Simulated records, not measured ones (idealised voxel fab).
Process module heading - voxel lift off
The cross-section shown here is cut; it is 185 nm wide and divided into square cells measuring 5 nm on a side.
Cross-section layout: square cells on a grid; listed as bands, top to bottom; a band spans one or more cell rows. Per band: top height and bottom height in nm, followed by the left-to-right materials and their widths in nm; "all across" marks a single material spanning edge to edge, "blank" marks empty space. We count height from 0. Below that, the starting wafer is all one material. The lowest band never ends at the bottom but goes on down; see "0 -> down" for how that is written. Width: "30 to 40" (first number = top row, second number = bottom row, same change from row to row of cells). When a step is marked "no change", none of the cells in the cross-section changed during that step. Empty spaces without an open route to the top, at least 8 cells in extent, make up the entry "Fully enclosed voids"; each is given as width x height at distance, where the distance is measured from the left edge, and all are in nm. Where a step's line continues beyond its settings, the continuation is a remark by the simulator itself on that step. On any step carrying a mask, the "overlay nm" setting, if present on the step's line, tells how far right of its planned place the mask lay; negative values point to the left.

This section lists the process steps that were planned:
1. RECEIVE,material Si
2. CONFORMAL_DEP,material SiN,thk nm 10
3. PATTERN,tone open,mask id LINES,material resist,width nm 20,pitch nm 40,thk nm 20,overlay nm 0
4. DIRECTIONAL_DEP,material Ru,thk nm 5
5. STRIP,etch materials resist
6. CONFORMAL_DEP,material SiN,thk nm 10

On the first of the two wafers: run conducted according to plan:

Cross-sectional view of the wafer in its as-received condition, corresponding to the state after step 1:
    0 -> down: Si all across
    Fully enclosed voids: none

Once step 2 is through, the wafer looks like this in cross-section:
    10 -> 0: SiN all across
    Under 0: no change, same as before.

Once step 3 is through, the wafer looks like this in cross-section:
    30 -> 10: 60 resist; 20 blank; 20 resist; 20 blank; 65 resist
    Under 10: no change, same as before.

Once step 4 is through, the wafer looks like this in cross-section:
    35 -> 30: 60 Ru; 20 blank; 20 Ru; 20 blank; 65 Ru
    30 -> 15: 60 resist; 20 blank; 20 resist; 20 blank; 65 resist
    15 -> 10: 60 resist; 20 Ru; 20 resist; 20 Ru; 65 resist
    Under 10: no change, same as before.

Once step 5 is through, the wafer looks like this in cross-section:
    15 -> 10: 60 blank; 20 Ru; 20 blank; 20 Ru; 65 blank
    Under 10: no change, same as before.

Once step 6 is through, the wafer looks like this in cross-section:
    25 -> 20: 50 blank; 80 SiN; 55 blank
    20 -> 15: SiN all across
    15 -> 10: 60 SiN; 20 Ru; 20 SiN; 20 Ru; 65 SiN
    Under 10: no change, same as before.

What follows concerns the second wafer, which started out like the first and was meant to follow the very same plan; one mistake crept in when it was run, but everything up to and including step 2 is the same as for the first wafer:

Cross-section, second wafer, at the end time the plan gives for step 3:
    30 -> 10: 60 blank; 20 resist; 20 blank; 20 resist; 65 blank
    Under 10: no change, same as before.

Cross-section, second wafer, at the end time the plan gives for step 4:
    35 -> 30: 60 blank; 20 Ru; 20 blank; 20 Ru; 65 blank
    30 -> 15: 60 blank; 20 resist; 20 blank; 20 resist; 65 blank
    15 -> 10: 60 Ru; 20 resist; 20 Ru; 20 resist; 65 Ru
    Under 10: no change, same as before.

Cross-section, second wafer, at the end time the plan gives for step 5:
    15 -> 10: 60 Ru; 20 blank; 20 Ru; 20 blank; 65 Ru
    Under 10: no change, same as before.

Cross-section, second wafer, at the end time the plan gives for step 6:
    25 -> 15: SiN all across
    15 -> 10: 60 Ru; 20 SiN; 20 Ru; 20 SiN; 65 Ru
    Under 10: no change, same as before.
What was done differently from what was planned? step 3 off recipe, ran as PATTERN,tone cover,mask id LINES,material resist,width nm 20,pitch nm 40,thk nm 20,overlay nm 0
Looking at both finished wafers in cells, the second ends up ahead of or behind the first on some materials: +21 Ru
